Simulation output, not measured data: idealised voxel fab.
process module | voxel transistor to metal
cross-section cut | 150 nm wide | cells 5 nm
A cross-section is a grid of square cells, given in bands from the top down. A band is one or more rows of cells.
Each band's line starts with the height of the band's top and of its bottom, in nm. Then come its materials from left to right, each with its width in nm. One material with "throughout" fills the band from edge to edge. "air" is empty space.
Height 0 is the level under which the wafer as received is all one material. The lowest band goes on downwards, as in "0 down".
A width such as "30 to 40" changes by the same amount from each row of cells to the next, from the band's top row to its bottom row.
"no change" after a step means that no cell of the cross-section changed.
closed voids: empty space of 8 cells or more with no open way to the top, each as width x height at its distance from the left edge, in nm
after a step's settings: what the simulator itself notes on the step
overlay nm, on a step with a mask: how far to the right of its planned place the mask lay; to the left if negative
plan
1 op RECEIVE | material Si
2 op CONFORMAL_DEP | material SiO2 | thk nm 5
3 op CONFORMAL_DEP | material SiN | thk nm 10
4 op PATTERN | tone cover | mask id ACTIVE | material resist | width nm 115 | thk nm 15 | overlay nm 0
5 op DIRECTIONAL_ETCH | etch materials SiN | depth nm 10
6 op DIRECTIONAL_ETCH | etch materials SiO2 | depth nm 5
7 op DIRECTIONAL_ETCH | etch materials Si | depth nm 20
8 op STRIP | etch materials resist
9 op FILL_DEP | material SiO2 | thk nm 15
10 op CMP | height nm 15
11 op SELECTIVE_ETCH | etch materials SiO2 | depth nm 10
12 op STRIP | etch materials SiN
13 op SELECTIVE_ETCH | etch materials SiO2 | depth nm 5
14 op OXIDIZE | depth nm 5
15 op DIRECTIONAL_DEP | material polySi | thk nm 20
16 op DIRECTIONAL_DEP | material SiCN | thk nm 10
17 op DIRECTIONAL_DEP | material aC | thk nm 10
18 op PATTERN | tone cover | mask id GATE | material resist | width nm 35 | thk nm 30 | overlay nm 0
19 op DIRECTIONAL_ETCH | etch materials aC | depth nm 10
20 op STRIP | etch materials resist
21 op DIRECTIONAL_ETCH | etch materials SiCN | depth nm 20
22 op DIRECTIONAL_ETCH | etch materials polySi | depth nm 30
23 op STRIP | etch materials aC
24 op CONFORMAL_DEP | material SiN | thk nm 5
25 op DIRECTIONAL_ETCH | etch materials SiN | depth nm 5
26 op DIRECTIONAL_ETCH | etch materials SiO2 | depth nm 5
27 op DIRECTIONAL_ETCH | etch materials Si | depth nm 5
28 op EPI | material SiGe | thk nm 10
29 op FILL_DEP | material SiO2 | thk nm 10
30 op CMP | height nm 20
31 op STRIP | etch materials polySi
32 op SELECTIVE_ETCH | etch materials SiO2 | depth nm 5
33 op CONFORMAL_DEP | material HfO2 | thk nm 5
34 op CONFORMAL_DEP | material TiN | thk nm 5
35 op FILL_DEP | material W | thk nm 5
36 op CMP | height nm 15
37 op DIRECTIONAL_DEP | material SiO2 | thk nm 10
38 op PATTERN | tone open | mask id CONTACT | material resist | width nm 15 | pitch nm 90 | thk nm 20 | overlay nm 0
39 op DIRECTIONAL_ETCH | etch materials SiO2 | depth nm 25
40 op STRIP | etch materials resist
41 op CONFORMAL_DEP | material TiN | thk nm 5
42 op FILL_DEP | material W | thk nm 5
43 op CMP | height nm 25
44 op CONFORMAL_DEP | material SiCN | thk nm 5
45 op DIRECTIONAL_DEP | material lowk | thk nm 20
46 op PATTERN | tone open | mask id METAL_1 | material resist | width nm 15 | pitch nm 90 | thk nm 15 | overlay nm 0
47 op DIRECTIONAL_ETCH | etch materials lowk | depth nm 20
48 op DIRECTIONAL_ETCH | etch materials SiCN | depth nm 5
49 op STRIP | etch materials resist
50 op CONFORMAL_DEP | material TiN | thk nm 5
51 op FILL_DEP | material Ru | thk nm 5
52 op CMP | height nm 50
53 op EPI | material Ru | thk nm 5
54 op FILL_DEP | material SiCN | thk nm 5
as received, after step 1
  0 down: Si throughout
  closed voids: none
a wafer at the end: this start, this plan, one mistake
  60 to 55: SiCN throughout
  55 to 50: SiCN 15 | Ru 25 | SiCN 65 | Ru 25 | SiCN 20
  50 to 45: SiCN 20 | TiN 15 | SiCN 75 | TiN 15 | SiCN 25
  45 to 25: lowk throughout
  25 to 15: SiO2 20 | TiN 5 | W 5 | TiN 5 | SiO2 75 | TiN 5 | W 5 | TiN 5 | SiO2 25
  15 to 5: SiO2 20 | TiN 5 | W 5 | TiN 5 | SiO2 15 | SiN 5 | HfO2 5 | TiN 5 | W 15 | TiN 5 | HfO2 5 | SiN 5 | SiO2 15 | TiN 5 | W 5 | TiN 5 | SiO2 25
  5 to 0: SiO2 20 | TiN 15 | SiO2 5 | SiGe 10 | SiN 5 | HfO2 5 | TiN 25 | HfO2 5 | SiN 5 | SiGe 10 | SiO2 5 | TiN 15 | SiO2 25
  0 to -5: SiO2 10 | SiGe 40 | HfO2 45 | SiGe 40 | SiO2 15
  -5 to -10: SiO2 15 | SiGe 35 | Si 45 | SiGe 35 | SiO2 20
  -10 to -20: SiO2 15 | Si 115 | SiO2 20
  -20 down: Si throughout
  closed voids: none
what went wrong: steps 44 and 45 were swapped
